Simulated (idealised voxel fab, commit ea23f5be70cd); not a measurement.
You're looking at the process module voxel wiring stack.
Cross-sectional view cut (width: 240 nm; square cell size: 5 nm).
Format of a cross-section: grid, square cells. Given as bands. Order: top down. Band: one or more rows of cells. In this notation a band is specified by the heights of its top and bottom, in that order and in nm, after which its materials appear from left to right, each paired with its width in nm. The word "all across" attached to a single material means that material fills the band from edge to edge; the word "blank" stands for empty space. Heads up on the height convention: 0 is the point under which the incoming wafer is all one material, and the lowest band has no bottom, it just keeps going down, like "0 and below". Top row gets the first number, bottom row gets the second, and each row in between changes by the same step: that is how a band width like "30->40" works. "nothing different" -> step changed no cross-section cell. "Unvented cavities" lists enclosed empty spaces (at least 8 cells, no open path upward to the top), each as width x height at distance from the left edge, in nm. What comes after the settings on a step's line is commentary from the simulator itself on that step. overlay nm: on a step with a mask, how far right of its planned place the mask lay; negative means left.

## The following list gives the planned process steps
step 1: RECEIVE: material Si
step 2: CONFORMAL_DEP: material SiO2, thk nm 10
step 3: DIRECTIONAL_DEP: material TiN, thk nm 5
step 4: DIRECTIONAL_DEP: material Ru, thk nm 15
step 5: DIRECTIONAL_DEP: material aC, thk nm 10
step 6: PATTERN: tone cover, mask id METAL_1, material resist, width nm 20, pitch nm 50, thk nm 30, overlay nm 0
step 7: DIRECTIONAL_ETCH: etch materials aC, depth nm 10
step 8: STRIP: etch materials resist
step 9: DIRECTIONAL_ETCH: etch materials Ru, depth nm 15
step 10: DIRECTIONAL_ETCH: etch materials TiN, depth nm 5
step 11: STRIP: etch materials aC
step 12: CONFORMAL_DEP: material SiN, thk nm 5
step 13: FILL_DEP: material SiO2, thk nm 10
step 14: CMP: height nm 30
step 15: CONFORMAL_DEP: material SiCN, thk nm 5
step 16: DIRECTIONAL_DEP: material lowk, thk nm 10
step 17: PATTERN: tone open, mask id PLUG_1, material resist, width nm 15, pitch nm 50, thk nm 15, overlay nm 0
step 18: DIRECTIONAL_ETCH: etch materials lowk, depth nm 5
step 19: DIRECTIONAL_ETCH: etch materials SiCN, depth nm 5
step 20: STRIP: etch materials resist
step 21: EPI: material Ru, thk nm 10
step 22: EPI: material Ru, thk nm 5
step 23: CONFORMAL_DEP: material SiN, thk nm 5
step 24: DIRECTIONAL_DEP: material SiO2, thk nm 20
step 25: PATTERN: tone open, mask id METAL_2, material resist, width nm 20, pitch nm 50, thk nm 15, overlay nm 0
step 26: DIRECTIONAL_ETCH: etch materials SiO2, depth nm 20
step 27: DIRECTIONAL_ETCH: etch materials SiN, depth nm 5
step 28: STRIP: etch materials resist
step 29: CONFORMAL_DEP: material TiN, thk nm 5
step 30: FILL_DEP: material Cu, thk nm 5
step 31: CMP: height nm 70
step 32: EPI: material Ru, thk nm 5
step 33: FILL_DEP: material SiCN, thk nm 5
step 34: DIRECTIONAL_DEP: material SiO2, thk nm 15
step 35: MASKED_ETCH: tone open, mask id PLUG_2, width nm 15, pitch nm 50, etch materials SiO2, depth nm 15, overlay nm 0
step 36: MASKED_ETCH: tone open, mask id PLUG_2, width nm 15, pitch nm 50, etch materials SiCN, depth nm 5, overlay nm 0
step 37: EPI: material Ru, thk nm 10
step 38: EPI: material Ru, thk nm 10
step 39: DIRECTIONAL_DEP: material TiN, thk nm 5
step 40: DIRECTIONAL_DEP: material Ru, thk nm 25
step 41: MASKED_ETCH: tone cover, mask id METAL_3, width nm 20, pitch nm 50, etch materials Ru, depth nm 25, overlay nm 0
step 42: MASKED_ETCH: tone cover, mask id METAL_3, width nm 20, pitch nm 50, etch materials TiN, depth nm 5, overlay nm 0
step 43: FILL_DEP: material lowk, thk nm 5
step 44: CMP: height nm 125
step 45: CONFORMAL_DEP: material SiN, thk nm 5
Same starting wafers, different depth nm at step 18. Plan value belongs to the first wafer.

## Received condition of the first of several wafers, sectioned: post-step 1
> 0 and below  Si all across
> Unvented cavities: none

## The cross-section of the first of several wafers is given below for the end of the module, after its final step, step 45
> 130 down to 125  SiN all across
> 125 down to 100  lowk 60, Ru 20, lowk 30, Ru 20, lowk 30, Ru 20, lowk 60
> 100 down to 95  lowk 60, TiN 20, lowk 30, TiN 20, lowk 30, TiN 20, lowk 60
> 95 down to 80  SiO2 60, Ru 15, SiO2 35, Ru 15, SiO2 35, Ru 15, SiO2 65
> 80 down to 70  SiCN 60->55, Ru 15->30, SiCN 35->20, Ru 15->30, SiCN 35->20, Ru 15->30, SiCN 65->55
> 70 down to 50  SiO2 60, TiN 5, Cu 10, TiN 5, SiO2 30, TiN 5, Cu 10, TiN 5, SiO2 30, TiN 5, Cu 10, TiN 5, SiO2 60
> 50 down to 45  SiN 60, TiN 20, SiN 30, TiN 20, SiN 30, TiN 20, SiN 60
> 45 down to 40  lowk 60, SiN 5, TiN 5, SiN 5, lowk 35, SiN 5, TiN 5, SiN 5, lowk 35, SiN 5, TiN 5, SiN 5, lowk 65
> 40 down to 35  lowk all across
> 35 down to 30  SiCN all across
> 30 down to 15  SiO2 55, SiN 5, Ru 20, SiN 5, SiO2 20, SiN 5, Ru 20, SiN 5, SiO2 20, SiN 5, Ru 20, SiN 5, SiO2 55
> 15 down to 10  SiN 60, TiN 20, SiN 30, TiN 20, SiN 30, TiN 20, SiN 60
> 10 down to 0  SiO2 all across
> 0 and below  Si all across
> Unvented cavities: none

## Cross-section of the final wafer among several, taken at the end of the module
> 130 down to 125  SiN all across
> 125 down to 100  lowk 60, Ru 20, lowk 30, Ru 20, lowk 30, Ru 20, lowk 60
> 100 down to 95  lowk 60, TiN 20, lowk 30, TiN 20, lowk 30, TiN 20, lowk 60
> 95 down to 80  SiO2 60, Ru 15, SiO2 35, Ru 15, SiO2 35, Ru 15, SiO2 65
> 80 down to 70  SiCN 60->55, Ru 15->30, SiCN 35->20, Ru 15->30, SiCN 35->20, Ru 15->30, SiCN 65->55
> 70 down to 50  SiO2 60, TiN 5, Cu 10, TiN 5, SiO2 30, TiN 5, Cu 10, TiN 5, SiO2 30, TiN 5, Cu 10, TiN 5, SiO2 60
> 50 down to 45  SiN 60, TiN 20, SiN 30, TiN 20, SiN 30, TiN 20, SiN 60
> 45 down to 35  lowk 60, Ru 15, lowk 35, Ru 15, lowk 35, Ru 15, lowk 65
> 35 down to 30  SiCN 60, Ru 15, SiCN 35, Ru 15, SiCN 35, Ru 15, SiCN 65
> 30 down to 15  SiO2 55, SiN 5, Ru 20, SiN 5, SiO2 20, SiN 5, Ru 20, SiN 5, SiO2 20, SiN 5, Ru 20, SiN 5, SiO2 55
> 15 down to 10  SiN 60, TiN 20, SiN 30, TiN 20, SiN 30, TiN 20, SiN 60
> 10 down to 0  SiO2 all across
> 0 and below  Si all across
> Unvented cavities: none

## Quick key for the table: a row per wafer, taken at the end of the module. For each material it tells you how many cells the wafer gained (+) or lost (-) since it came in, and the closed voids come after
depth nm 5; +24 Cu; +150 Ru; +117 SiCN; +144 SiN; +447 SiO2; +63 TiN; +303 lowk; Unvented cavities: none
depth nm 10; +24 Cu; +177 Ru; +108 SiCN; +138 SiN; +447 SiO2; +60 TiN; +294 lowk; Unvented cavities: none
depth nm 15; +24 Cu; +177 Ru; +108 SiCN; +138 SiN; +447 SiO2; +60 TiN; +294 lowk; Unvented cavities: none
depth nm 20; +24 Cu; +177 Ru; +108 SiCN; +138 SiN; +447 SiO2; +60 TiN; +294 lowk; Unvented cavities: none
depth nm 25; +24 Cu; +177 Ru; +108 SiCN; +138 SiN; +447 SiO2; +60 TiN; +294 lowk; Unvented cavities: none
